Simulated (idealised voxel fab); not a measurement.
process module | voxel trench capacitor
cross-section cut | 255 nm wide | cells 5 nm
A cross-section is a grid of square cells, given in bands from the top down. A band is one or more rows of cells.
Each band's line starts with the height of the band's top and of its bottom, in nm. Then come its materials from left to right, each with its width in nm. One material with "throughout" fills the band from edge to edge. "air" is empty space.
Height 0 is the level under which the wafer as received is all one material. The lowest band goes on downwards, as in "0 down".
A width such as "30 to 40" changes by the same amount from each row of cells to the next, from the band's top row to its bottom row.
"no change" after a step means that no cell of the cross-section changed.
closed voids: empty space of 8 cells or more with no open way to the top, each as width x height at its distance from the left edge, in nm
after a step's settings: what the simulator itself notes on the step
overlay nm, on a step with a mask: how far to the right of its planned place the mask lay; to the left if negative
plan
1 op RECEIVE | material Si
2 op CONFORMAL_DEP | material SiN | thk nm 10
3 op PATTERN | tone open | mask id TRENCH | material resist | width nm 15 | pitch nm 50 | thk nm 20 | overlay nm 0
4 op DIRECTIONAL_ETCH | etch materials SiN | depth nm 10
5 op DIRECTIONAL_ETCH | etch materials Si | depth nm 30
6 op STRIP | etch materials resist
7 op CONFORMAL_DEP | material Al2O3 | thk nm 5
8 op CONFORMAL_DEP | material TiN | thk nm 5
9 op FILL_DEP | material W | thk nm 10
10 op CMP | height nm 10
varied across the wafers: width nm of step 3. The plan shows the first wafer's value. All wafers start alike
first wafer as received, after step 1
  0 down: Si throughout
  closed voids: none
each wafer at the end: cells of each material gained (+) or lost (-) since it was received, then its closed voids
width nm 15 | +68 Al2O3 | -72 Si | +78 SiN | +28 TiN | closed voids: none
width nm 20 | +72 Al2O3 | -96 Si | +70 SiN | +56 TiN | closed voids: none
width nm 25 | +76 Al2O3 | -120 Si | +62 SiN | +60 TiN | +24 W | closed voids: none
width nm 30 | +80 Al2O3 | -144 Si | +54 SiN | +64 TiN | +48 W | closed voids: none
width nm 35 | +84 Al2O3 | -168 Si | +46 SiN | +68 TiN | +72 W | closed voids: none
